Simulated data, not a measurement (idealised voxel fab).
Process module in this document: voxel self aligned contacts
Square cell edge 5 nm, section width 230 nm, ID cut.
Cross-section spec: square-cell grid; bands listed top down; each band is one or more rows. Heights first: top, then bottom, in nm. Then materials, left to right, each with a width in nm. "all across" on a single material: fills the band edge to edge. "air": empty space. Heights from 0 (as-received wafer is one material below). Bottom band endless downward, as "0 -> down". Quick explanation for "30..40": the width changes in equal steps down the rows of cells, from the first number in the band's top row to the second number in its bottom row. Where a step carries "left unchanged", the cross-section came out of it unchanged, cell for cell. Under "Closed void inventory" you'll find the enclosed gaps, the ones with no way out to the top, that are 8 cells or bigger; each reads width x height at distance, with distance counted from the left edge, everything in nm. Anything after a step's settings on that line? It's the simulator's own note about the step. You can add "overlay nm" to a step's line. For a step with a mask, it describes how far the mask lay to the right of its planned position, and a negative number describes a lay to the left.

**The planned process steps are enumerated hereunder**
1,RECEIVE | material Si
2,CONFORMAL_DEP | material SiO2 | thk nm 5
3,DIRECTIONAL_DEP | material polySi | thk nm 25
4,DIRECTIONAL_DEP | material SiN | thk nm 20
5,DIRECTIONAL_DEP | material aC | thk nm 15
6,PATTERN | tone cover | mask id GATE | material resist | width nm 30 | pitch nm 55 | thk nm 30 | overlay nm 0
7,DIRECTIONAL_ETCH | etch materials aC | depth nm 15
8,STRIP | etch materials resist
9,DIRECTIONAL_ETCH | etch materials SiN | depth nm 20
10,DIRECTIONAL_ETCH | etch materials polySi | depth nm 25
11,STRIP | etch materials aC
12,CONFORMAL_DEP | material SiN | thk nm 5
13,DIRECTIONAL_ETCH | etch materials SiN | depth nm 5
14,FILL_DEP | material SiO2 | thk nm 15
15,CMP | height nm 60
16,DIRECTIONAL_DEP | material aC | thk nm 15
17,PATTERN | tone open | mask id CONTACT | material resist | width nm 35 | thk nm 35 | overlay nm 0
18,DIRECTIONAL_ETCH | etch materials aC | depth nm 15
19,STRIP | etch materials resist
20,DIRECTIONAL_ETCH | etch materials SiO2 | depth nm 60
21,STRIP | etch materials aC
22,CONFORMAL_DEP | material TiN | thk nm 5
23,FILL_DEP | material W | thk nm 5
24,CMP | height nm 60
25,CONFORMAL_DEP | material SiN | thk nm 5

**First wafer, two in total, run as planned**

**As received (post step 1): cross-section**
	0 -> down | Si all across
	Closed void inventory: none

**Step 2 done - wafer cross-section**
	5 -> 0 | SiO2 all across
	Below 0, the layers are the same as they were.

**Step 3 done - wafer cross-section**
	30 -> 5 | polySi all across
	Below 5, the layers are the same as they were.

**Step 4 done - wafer cross-section**
	50 -> 30 | SiN all across
	Below 30, the layers are the same as they were.

**Step 5 done - wafer cross-section**
	65 -> 50 | aC all across
	Below 50, the layers are the same as they were.

**Step 6 done - wafer cross-section**
	95 -> 65 | air (70) | resist (30) | air (25) | resist (30) | air (75)
	Below 65, the layers are the same as they were.

**Step 7 done - wafer cross-section**
	80 -> 65 | air (70) | resist (30) | air (25) | resist (30) | air (75)
	65 -> 50 | air (70) | aC (30) | air (25) | aC (30) | air (75)
	Below 50, the layers are the same as they were.

**Step 8 done - wafer cross-section**
	65 -> 50 | air (70) | aC (30) | air (25) | aC (30) | air (75)
	Below 50, the layers are the same as they were.

**Step 9 done - wafer cross-section**
	65 -> 50 | air (70) | aC (30) | air (25) | aC (30) | air (75)
	50 -> 30 | air (70) | SiN (30) | air (25) | SiN (30) | air (75)
	Below 30, the layers are the same as they were.

**Step 10 done - wafer cross-section**
	65 -> 50 | air (70) | aC (30) | air (25) | aC (30) | air (75)
	50 -> 30 | air (70) | SiN (30) | air (25) | SiN (30) | air (75)
	30 -> 5 | air (70) | polySi (30) | air (25) | polySi (30) | air (75)
	Below 5, the layers are the same as they were.

**Step 11 done - wafer cross-section**
	50 -> 30 | air (70) | SiN (30) | air (25) | SiN (30) | air (75)
	Below 30, the layers are the same as they were.

**Step 12 done - wafer cross-section**
	55 -> 30 | air (65) | SiN (40) | air (15) | SiN (40) | air (70)
	30 -> 10 | air (65) | SiN (5) | polySi (30) | SiN (5) | air (15) | SiN (5) | polySi (30) | SiN (5) | air (70)
	10 -> 5 | SiN (70) | polySi (30) | SiN (25) | polySi (30) | SiN (75)
	Below 5, the layers are the same as they were.

**Step 13 done - wafer cross-section**
	50 -> 30 | air (65) | SiN (40) | air (15) | SiN (40) | air (70)
	30 -> 5 | air (65) | SiN (5) | polySi (30) | SiN (5) | air (15) | SiN (5) | polySi (30) | SiN (5) | air (70)
	Below 5, the layers are the same as they were.

**Step 14 done - wafer cross-section**
	65 -> 50 | SiO2 all across
	50 -> 30 | SiO2 (65) | SiN (40) | SiO2 (15) | SiN (40) | SiO2 (70)
	30 -> 5 | SiO2 (65) | SiN (5) | polySi (30) | SiN (5) | SiO2 (15) | SiN (5) | polySi (30) | SiN (5) | SiO2 (70)
	Below 5, the layers are the same as they were.

**Step 15 done - wafer cross-section**
	60 -> 50 | SiO2 all across
	Below 50, the layers are the same as they were.

**Step 16 done - wafer cross-section**
	75 -> 60 | aC all across
	Below 60, the layers are the same as they were.

**Step 17 done - wafer cross-section**
	110 -> 75 | resist (95) | air (35) | resist (100)
	Below 75, the layers are the same as they were.

**Step 18 done - wafer cross-section**
	95 -> 75 | resist (95) | air (35) | resist (100)
	75 -> 60 | aC (95) | air (35) | aC (100)
	Below 60, the layers are the same as they were.

**Step 19 done - wafer cross-section**
	75 -> 60 | aC (95) | air (35) | aC (100)
	Below 60, the layers are the same as they were.

**Step 20 done - wafer cross-section**
	75 -> 60 | aC (95) | air (35) | aC (100)
	60 -> 50 | SiO2 (95) | air (35) | SiO2 (100)
	50 -> 30 | SiO2 (65) | SiN (40) | air (15) | SiN (40) | SiO2 (70)
	30 -> 5 | SiO2 (65) | SiN (5) | polySi (30) | SiN (5) | air (15) | SiN (5) | polySi (30) | SiN (5) | SiO2 (70)
	5 -> 0 | SiO2 (105) | air (15) | SiO2 (110)
	Below 0, the layers are the same as they were.

**Step 21 done - wafer cross-section**
	60 -> 50 | SiO2 (95) | air (35) | SiO2 (100)
	Below 50, the layers are the same as they were.

**Step 22 done - wafer cross-section**
	65 -> 60 | TiN (100) | air (25) | TiN (105)
	60 -> 50 | SiO2 (95) | TiN (5..15) | air (25..5) | TiN (5..15) | SiO2 (100)
	50 -> 30 | SiO2 (65) | SiN (40) | TiN (5) | air (5) | TiN (5) | SiN (40) | SiO2 (70)
	30 -> 5 | SiO2 (65) | SiN (5) | polySi (30) | SiN (5) | TiN (5) | air (5) | TiN (5) | SiN (5) | polySi (30) | SiN (5) | SiO2 (70)
	5 -> 0 | SiO2 (105) | TiN (15) | SiO2 (110)
	Below 0, the layers are the same as they were.

**Step 23 done - wafer cross-section**
	70 -> 65 | W all across
	65 -> 60 | TiN (100) | W (25) | TiN (105)
	60 -> 50 | SiO2 (95) | TiN (5..15) | W (25..5) | TiN (5..15) | SiO2 (100)
	50 -> 30 | SiO2 (65) | SiN (40) | TiN (5) | W (5) | TiN (5) | SiN (40) | SiO2 (70)
	30 -> 5 | SiO2 (65) | SiN (5) | polySi (30) | SiN (5) | TiN (5) | W (5) | TiN (5) | SiN (5) | polySi (30) | SiN (5) | SiO2 (70)
	Below 5, the layers are the same as they were.

**Step 24 done - wafer cross-section**
	60 -> 50 | SiO2 (95) | TiN (5..15) | W (25..5) | TiN (5..15) | SiO2 (100)
	Below 50, the layers are the same as they were.

**Step 25 done - wafer cross-section**
	65 -> 60 | SiN all across
	Below 60, the layers are the same as they were.

**It is to be noted that the second wafer proceeded from the same initial state and according to the same plan as the first, although one mistake was committed in its execution; through step 24, inclusive, the two wafers share an identical history**

**Cross-section: second wafer, time at which step 25 was scheduled to end**
	65 -> 60 | W all across
	Below 60, the layers are the same as they were.
Error vs. plan: step 25 was run on a setting that differed from the plan, and what really ran there is CONFORMAL_DEP | material W | thk nm 5
at the end the second wafer has, in cells: SiN: 46 fewer, W: 46 more
